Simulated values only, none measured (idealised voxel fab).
Process module heading - voxel trench capacitor
The figure presents cross-section cut, which has a width of 250 nm and is divided into square cells with an edge length of 5 nm.
This document writes a cross-section as a grid whose cells are square, and gives it as bands, listed from the top down; one or more rows of cells form a band.
Quick guide to a band line: top height, bottom height (nm) up front; then every material left to right with its width in nm. Only one material and it's marked "all across"? Then it fills the band edge to edge. And "blank" just means empty space.
Heights are expressed relative to 0, this being the level below which the as-received wafer comprises one material exclusively. The lowest band is unbounded in the downward direction and is denoted as in "0 nm and below".
So if you see something like "30..40" for the width, read it as the top row of the band sitting at the first number and the bottom row at the second, with every row in between moving by the same amount as the last.
Given "remained the same" for a step, no cell of the cross-section differs between before and after that step.
Any empty space of 8 cells or more lacking an open way to the top shows up in "Closed void inventory" as width x height at distance, distance from the left edge, in nm.
Step line, after settings: the simulator's comment on this step.
The optional step-line setting "overlay nm" applies to steps with a mask and quantifies how far to the right of its planned location the mask lay, a negative value indicating leftward placement.

-- Below is the list of planned process steps
1) RECEIVE: material Si
2) CONFORMAL_DEP: material SiN, thk nm 10
3) PATTERN: tone open, mask id TRENCH, material resist, width nm 30, pitch nm 55, thk nm 15, overlay nm 0
4) DIRECTIONAL_ETCH: etch materials SiN, depth nm 10
5) DIRECTIONAL_ETCH: etch materials Si, depth nm 40
6) STRIP: etch materials resist
7) CONFORMAL_DEP: material Al2O3, thk nm 5
8) CONFORMAL_DEP: material TiN, thk nm 5
9) FILL_DEP: material W, thk nm 5
10) CMP: height nm 10

-- Delivered wafer in cross-section: state after step 1
    0 nm and below | Si all across
    Closed void inventory: none

-- First of two wafers, end-of-module section, run followed plan
    10 nm to 0 nm | 25 SiN  5 Al2O3  5 TiN  10 W  5 TiN  5 Al2O3  25 SiN  5 Al2O3  5 TiN  10 W  5 TiN  5 Al2O3  25 SiN  5 Al2O3  5 TiN  10 W  5 TiN  5 Al2O3  25 SiN  5 Al2O3  5 TiN  10 W  5 TiN  5 Al2O3  30 SiN
    0 nm to -30 nm | 25 Si  5 Al2O3  5 TiN  10 W  5 TiN  5 Al2O3  25 Si  5 Al2O3  5 TiN  10 W  5 TiN  5 Al2O3  25 Si  5 Al2O3  5 TiN  10 W  5 TiN  5 Al2O3  25 Si  5 Al2O3  5 TiN  10 W  5 TiN  5 Al2O3  30 Si
    -30 nm to -35 nm | 25 Si  5 Al2O3  20 TiN  5 Al2O3  25 Si  5 Al2O3  20 TiN  5 Al2O3  25 Si  5 Al2O3  20 TiN  5 Al2O3  25 Si  5 Al2O3  20 TiN  5 Al2O3  30 Si
    -35 nm to -40 nm | 25 Si  30 Al2O3  25 Si  30 Al2O3  25 Si  30 Al2O3  25 Si  30 Al2O3  30 Si
    -40 nm and below | Si all across
    Closed void inventory: none

-- Module end: cross-section of wafer two of two. Same start and process plan as the first wafer. One mistake during execution
    10 nm to 0 nm | 35 SiN  5 Al2O3  5 TiN  10 W  5 TiN  5 Al2O3  25 SiN  5 Al2O3  5 TiN  10 W  5 TiN  5 Al2O3  25 SiN  5 Al2O3  5 TiN  10 W  5 TiN  5 Al2O3  25 SiN  5 Al2O3  5 TiN  10 W  5 TiN  5 Al2O3  20 SiN
    0 nm to -30 nm | 35 Si  5 Al2O3  5 TiN  10 W  5 TiN  5 Al2O3  25 Si  5 Al2O3  5 TiN  10 W  5 TiN  5 Al2O3  25 Si  5 Al2O3  5 TiN  10 W  5 TiN  5 Al2O3  25 Si  5 Al2O3  5 TiN  10 W  5 TiN  5 Al2O3  20 Si
    -30 nm to -35 nm | 35 Si  5 Al2O3  20 TiN  5 Al2O3  25 Si  5 Al2O3  20 TiN  5 Al2O3  25 Si  5 Al2O3  20 TiN  5 Al2O3  25 Si  5 Al2O3  20 TiN  5 Al2O3  20 Si
    -35 nm to -40 nm | 35 Si  30 Al2O3  25 Si  30 Al2O3  25 Si  30 Al2O3  25 Si  30 Al2O3  20 Si
    -40 nm and below | Si all across
    Closed void inventory: none
The mistake made against the process plan was this: step 3 ran differently from the plan; actual operation with settings: PATTERN: tone open, mask id TRENCH, material resist, width nm 30, pitch nm 55, thk nm 15, overlay nm 10
Cell counts per material: same on both final wafers. Positions: different.
